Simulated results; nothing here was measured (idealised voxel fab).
Documented hereafter: the process module known as voxel capacitor over wiring.
Pictured: cross-section cut, 200 nm wide, on a grid of 5 nm square cells.
In this document a cross-section is written as a grid of square cells. It is given as a series of bands, listed from the top down, and a band is one or more rows of cells.
Basically the band line says how high the top is and how high the bottom is, in nm, and then what's in it from left to right, every material with its width in nm. Empty space shows up as "empty", and if a single material carries "throughout" it runs the full band edge to edge.
Zero point of the height axis is 0; under it, received wafer = one material. Lowest band: continues down indefinitely, "from 0 down".
With a width like "30..40", each row of cells in the band differs from the next by the same amount, the top row carrying the first number and the bottom row the second.
For the purposes of this document, the phrase "nothing different" attached to a step denotes that no cell within the cross-section was modified by that step.
Empty spaces counting at least 8 cells and having no open way to the top are listed in "Catalogued sealed voids". The notation width x height at distance is used for each, the distance being from the left edge and all three values in nm.
Heads up: the bit after the settings on a step's line is the simulator's remark on that step.
A step line may carry the setting "overlay nm", which, for steps involving a mask, states the distance by which the mask lay to the right of its intended position; negative values denote displacement to the left.

Intended process steps:
1) RECEIVE,material Si
2) CONFORMAL_DEP,material SiO2,thk nm 15
3) DIRECTIONAL_DEP,material TiN,thk nm 5
4) DIRECTIONAL_DEP,material W,thk nm 20
5) PATTERN,tone cover,mask id METAL_1,material resist,width nm 20,pitch nm 80,thk nm 15,overlay nm 0
6) DIRECTIONAL_ETCH,etch materials W,depth nm 20
7) DIRECTIONAL_ETCH,etch materials TiN,depth nm 5
8) STRIP,etch materials resist
9) CONFORMAL_DEP,material SiN,thk nm 5
10) FILL_DEP,material lowk,thk nm 10
11) CMP,height nm 40
12) CONFORMAL_DEP,material SiCN,thk nm 5
13) DIRECTIONAL_DEP,material SiO2,thk nm 20
14) MASKED_ETCH,tone open,mask id PLUG_1,width nm 15,etch materials SiO2,depth nm 20,overlay nm 0
15) MASKED_ETCH,tone open,mask id PLUG_1,width nm 15,etch materials SiCN,depth nm 5,overlay nm 0
16) CONFORMAL_DEP,material TiN,thk nm 5
17) FILL_DEP,material W,thk nm 10
18) CMP,height nm 65
19) DIRECTIONAL_DEP,material TiN,thk nm 5
20) DIRECTIONAL_DEP,material Al2O3,thk nm 5
21) DIRECTIONAL_DEP,material TiN,thk nm 10
22) MASKED_ETCH,tone cover,mask id UPPER_PLATE,width nm 65,etch materials TiN,depth nm 10,overlay nm 0
23) MASKED_ETCH,tone cover,mask id UPPER_PLATE,width nm 65,etch materials Al2O3,depth nm 5,overlay nm 0
24) DIRECTIONAL_DEP,material aC,thk nm 15
25) PATTERN,tone cover,mask id LOWER_PLATE,material resist,width nm 75,thk nm 35,overlay nm 0
26) DIRECTIONAL_ETCH,etch materials aC,depth nm 15
27) STRIP,etch materials resist
28) DIRECTIONAL_ETCH,etch materials TiN,depth nm 5
29) STRIP,etch materials aC
30) FILL_DEP,material SiO2,thk nm 15
31) CMP,height nm 95
32) MASKED_ETCH,tone open,mask id PLUG_2,width nm 15,etch materials SiO2,depth nm 10,overlay nm 0
33) CONFORMAL_DEP,material TiN,thk nm 5
34) FILL_DEP,material W,thk nm 5
35) CMP,height nm 95
36) CONFORMAL_DEP,material SiN,thk nm 5

As-received state of the wafer in cross-section, equivalent to post-step 1:
	from 0 down = Si throughout
	Catalogued sealed voids: none

Figure: cross-sectional view of the wafer upon completion of the module, processed from the initial state and according to the plan depicted above, with one error introduced during execution:
	from 100 to 95 = SiN throughout
	from 95 to 90 = 65 of SiO2, then 5 of TiN, then 5 of W, then 5 of TiN, then 120 of SiO2
	from 90 to 85 = 65 of SiO2, then 15 of TiN, then 120 of SiO2
	from 85 to 75 = 55 of SiO2, then 65 of TiN, then 80 of SiO2
	from 75 to 70 = 55 of SiO2, then 65 of Al2O3, then 80 of SiO2
	from 70 to 65 = 50 of SiO2, then 75 of TiN, then 75 of SiO2
	from 65 to 45 = 55 of SiO2, then 5 of TiN, then 5 of W, then 5 of TiN, then 130 of SiO2
	from 45 to 40 = 55 of SiCN, then 15 of TiN, then 130 of SiCN
	from 40 to 30 = lowk throughout
	from 30 to 25 = 45 of lowk, then 30 of SiN, then 50 of lowk, then 30 of SiN, then 45 of lowk
	from 25 to 5 = 45 of lowk, then 5 of SiN, then 20 of W, then 5 of SiN, then 50 of lowk, then 5 of SiN, then 20 of W, then 5 of SiN, then 45 of lowk
	from 5 to 0 = 50 of SiN, then 20 of TiN, then 60 of SiN, then 20 of TiN, then 50 of SiN
	from 0 down = Si throughout
	Catalogued sealed voids: none
Processing error: step 2 was left out
